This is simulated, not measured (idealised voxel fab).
This is a process module. Its name is voxel ribs on slabs.
Square cell edge 5 nm, section width 185 nm, ID cut.
Cross-section, as written here: a square-cell grid given band by band from the top down, where a band holds one or more rows of cells. Read a band's entry like this: the first values are the height of its top and the height of its bottom in nm, and what follows is the sequence of materials from left to right, each with its width in nm. Note that "air" is empty space, and that a single material marked "throughout" reaches across the band from edge to edge. Zero point of the height axis is 0; under it, received wafer = one material. Lowest band: continues down indefinitely, "0 nm and below". So if you see something like "30->40" for the width, read it as the top row of the band sitting at the first number and the bottom row at the second, with every row in between moving by the same amount as the last. "no modification" -> step changed no cross-section cell. Closed empty spaces (no open way to the top) of 8 cells or more are what "Enclosed cavities" lists, each as width x height at distance from the left edge, nm for all three. If you see something after the settings on a step's line, that's the simulator's own remark about that step. Steps that use a mask can have "overlay nm" on their line. It says how far the mask sat to the right of where it was meant to be. Negative means to the left.

Steps planned for the process
1. op RECEIVE | material Si
2. op DIRECTIONAL_DEP | material SiO2 | thk nm 30
3. op DIRECTIONAL_DEP | material SiN | thk nm 15
4. op DIRECTIONAL_DEP | material aC | thk nm 15
5. op PATTERN | tone cover | mask id RIB | material resist | width nm 30 | thk nm 35 | overlay nm 0
6. op DIRECTIONAL_ETCH | etch materials aC | depth nm 15
7. op STRIP | etch materials resist
8. op DIRECTIONAL_ETCH | etch materials SiN | depth nm 5
9. op STRIP | etch materials aC
10. op DIRECTIONAL_DEP | material aC | thk nm 10
11. op PATTERN | tone cover | mask id SLAB | material resist | width nm 80 | thk nm 30 | overlay nm 0
12. op DIRECTIONAL_ETCH | etch materials aC | depth nm 10
13. op STRIP | etch materials resist
14. op DIRECTIONAL_ETCH | etch materials SiN | depth nm 10
15. op STRIP | etch materials aC
16. op FILL_DEP | material SiO2 | thk nm 15
17. op CMP | height nm 55
18. op DIRECTIONAL_DEP | material W | thk nm 10
19. op MASKED_ETCH | tone cover | mask id HEATER | width nm 40 | etch materials W | depth nm 10 | overlay nm 0
20. op CONFORMAL_DEP | material SiN | thk nm 10

First wafer, as planned

Delivered wafer in cross-section: state after step 1
- 0 nm and below: Si throughout
- Enclosed cavities: none

After step 2, in cross-section
- 30 nm to 0 nm: SiO2 throughout
- Everything under 0 stays put, no change at all.

After step 3, in cross-section
- 45 nm to 30 nm: SiN throughout
- Everything under 30 stays put, no change at all.

After step 4, in cross-section
- 60 nm to 45 nm: aC throughout
- Everything under 45 stays put, no change at all.

After step 5, in cross-section
- 95 nm to 60 nm: 75 nm air, 30 nm resist, 80 nm air
- Everything under 60 stays put, no change at all.

After step 6, in cross-section
- 80 nm to 60 nm: 75 nm air, 30 nm resist, 80 nm air
- 60 nm to 45 nm: 75 nm air, 30 nm aC, 80 nm air
- Everything under 45 stays put, no change at all.

After step 7, in cross-section
- 60 nm to 45 nm: 75 nm air, 30 nm aC, 80 nm air
- Everything under 45 stays put, no change at all.

After step 8, in cross-section
- 60 nm to 45 nm: 75 nm air, 30 nm aC, 80 nm air
- 45 nm to 40 nm: 75 nm air, 30 nm SiN, 80 nm air
- Everything under 40 stays put, no change at all.

After step 9, in cross-section
- 45 nm to 40 nm: 75 nm air, 30 nm SiN, 80 nm air
- Everything under 40 stays put, no change at all.

After step 10, in cross-section
- 55 nm to 50 nm: 75 nm air, 30 nm aC, 80 nm air
- 50 nm to 45 nm: aC throughout
- 45 nm to 40 nm: 75 nm aC, 30 nm SiN, 80 nm aC
- Everything under 40 stays put, no change at all.

After step 11, in cross-section
- 85 nm to 55 nm: 50 nm air, 80 nm resist, 55 nm air
- 55 nm to 50 nm: 50 nm air, 25 nm resist, 30 nm aC, 25 nm resist, 55 nm air
- Everything under 50 stays put, no change at all.

After step 12, in cross-section
- 75 nm to 55 nm: 50 nm air, 80 nm resist, 55 nm air
- 55 nm to 50 nm: 50 nm air, 25 nm resist, 30 nm aC, 25 nm resist, 55 nm air
- 50 nm to 45 nm: 50 nm air, 80 nm aC, 55 nm air
- 45 nm to 40 nm: 50 nm air, 25 nm aC, 30 nm SiN, 25 nm aC, 55 nm air
- Everything under 40 stays put, no change at all.

After step 13, in cross-section
- 55 nm to 45 nm: 75->50 nm air, 30->80 nm aC, 80->55 nm air
- Everything under 45 stays put, no change at all.

After step 14, in cross-section
- 55 nm to 45 nm: 75->50 nm air, 30->80 nm aC, 80->55 nm air
- 45 nm to 40 nm: 50 nm air, 25 nm aC, 30 nm SiN, 25 nm aC, 55 nm air
- 40 nm to 30 nm: 50 nm air, 80 nm SiN, 55 nm air
- Everything under 30 stays put, no change at all.

After step 15, in cross-section
- 45 nm to 40 nm: 75 nm air, 30 nm SiN, 80 nm air
- Everything under 40 stays put, no change at all.

After step 16, in cross-section
- 60 nm to 45 nm: SiO2 throughout
- 45 nm to 40 nm: 75 nm SiO2, 30 nm SiN, 80 nm SiO2
- 40 nm to 30 nm: 50 nm SiO2, 80 nm SiN, 55 nm SiO2
- Everything under 30 stays put, no change at all.

After step 17, in cross-section
- 55 nm to 45 nm: SiO2 throughout
- Everything under 45 stays put, no change at all.

After step 18, in cross-section
- 65 nm to 55 nm: W throughout
- Everything under 55 stays put, no change at all.

After step 19, in cross-section
- 65 nm to 55 nm: 70 nm air, 40 nm W, 75 nm air
- Everything under 55 stays put, no change at all.

After step 20, in cross-section
- 75 nm to 65 nm: 60 nm air, 60 nm SiN, 65 nm air
- 65 nm to 55 nm: 70 nm SiN, 40 nm W, 75 nm SiN
- Everything under 55 stays put, no change at all.

Wafer two of the pair: same origin, same plan, one error during the run; identical to wafer one up to and including step 10

At the planned end of step 11, the second wafer in cross-section
- 85 nm to 55 nm: 55 nm air, 70 nm resist, 60 nm air
- 55 nm to 50 nm: 55 nm air, 20 nm resist, 30 nm aC, 20 nm resist, 60 nm air
- Everything under 50 stays put, no change at all.

At the planned end of step 12, the second wafer in cross-section
- 75 nm to 55 nm: 55 nm air, 70 nm resist, 60 nm air
- 55 nm to 50 nm: 55 nm air, 20 nm resist, 30 nm aC, 20 nm resist, 60 nm air
- 50 nm to 45 nm: 55 nm air, 70 nm aC, 60 nm air
- 45 nm to 40 nm: 55 nm air, 20 nm aC, 30 nm SiN, 20 nm aC, 60 nm air
- Everything under 40 stays put, no change at all.

At the planned end of step 13, the second wafer in cross-section
- 55 nm to 45 nm: 75->55 nm air, 30->70 nm aC, 80->60 nm air
- Everything under 45 stays put, no change at all.

At the planned end of step 14, the second wafer in cross-section
- 55 nm to 45 nm: 75->55 nm air, 30->70 nm aC, 80->60 nm air
- 45 nm to 40 nm: 55 nm air, 20 nm aC, 30 nm SiN, 20 nm aC, 60 nm air
- 40 nm to 30 nm: 55 nm air, 70 nm SiN, 60 nm air
- Everything under 30 stays put, no change at all.

At the planned end of step 15, the second wafer in cross-section
- 45 nm to 40 nm: 75 nm air, 30 nm SiN, 80 nm air
- Everything under 40 stays put, no change at all.

At the planned end of step 16, the second wafer in cross-section
- 60 nm to 45 nm: SiO2 throughout
- 45 nm to 40 nm: 75 nm SiO2, 30 nm SiN, 80 nm SiO2
- 40 nm to 30 nm: 55 nm SiO2, 70 nm SiN, 60 nm SiO2
- Everything under 30 stays put, no change at all.

At the planned end of step 17, the second wafer in cross-section
- 55 nm to 45 nm: SiO2 throughout
- Everything under 45 stays put, no change at all.

At the planned end of step 18, the second wafer in cross-section
- 65 nm to 55 nm: W throughout
- Everything under 55 stays put, no change at all.

At the planned end of step 19, the second wafer in cross-section
- 65 nm to 55 nm: 70 nm air, 40 nm W, 75 nm air
- Everything under 55 stays put, no change at all.

At the planned end of step 20, the second wafer in cross-section
- 75 nm to 65 nm: 60 nm air, 60 nm SiN, 65 nm air
- 65 nm to 55 nm: 70 nm SiN, 40 nm W, 75 nm SiN
- Everything under 55 stays put, no change at all.
Processing error: so step 11 ended up running with a different setting than we planned, it ran as op PATTERN | tone cover | mask id SLAB | material resist | width nm 70 | thk nm 30 | overlay nm 0
The closing comparison, in cells, has the second wafer with more or fewer of some materials than the first: -4 SiN | +4 SiO2
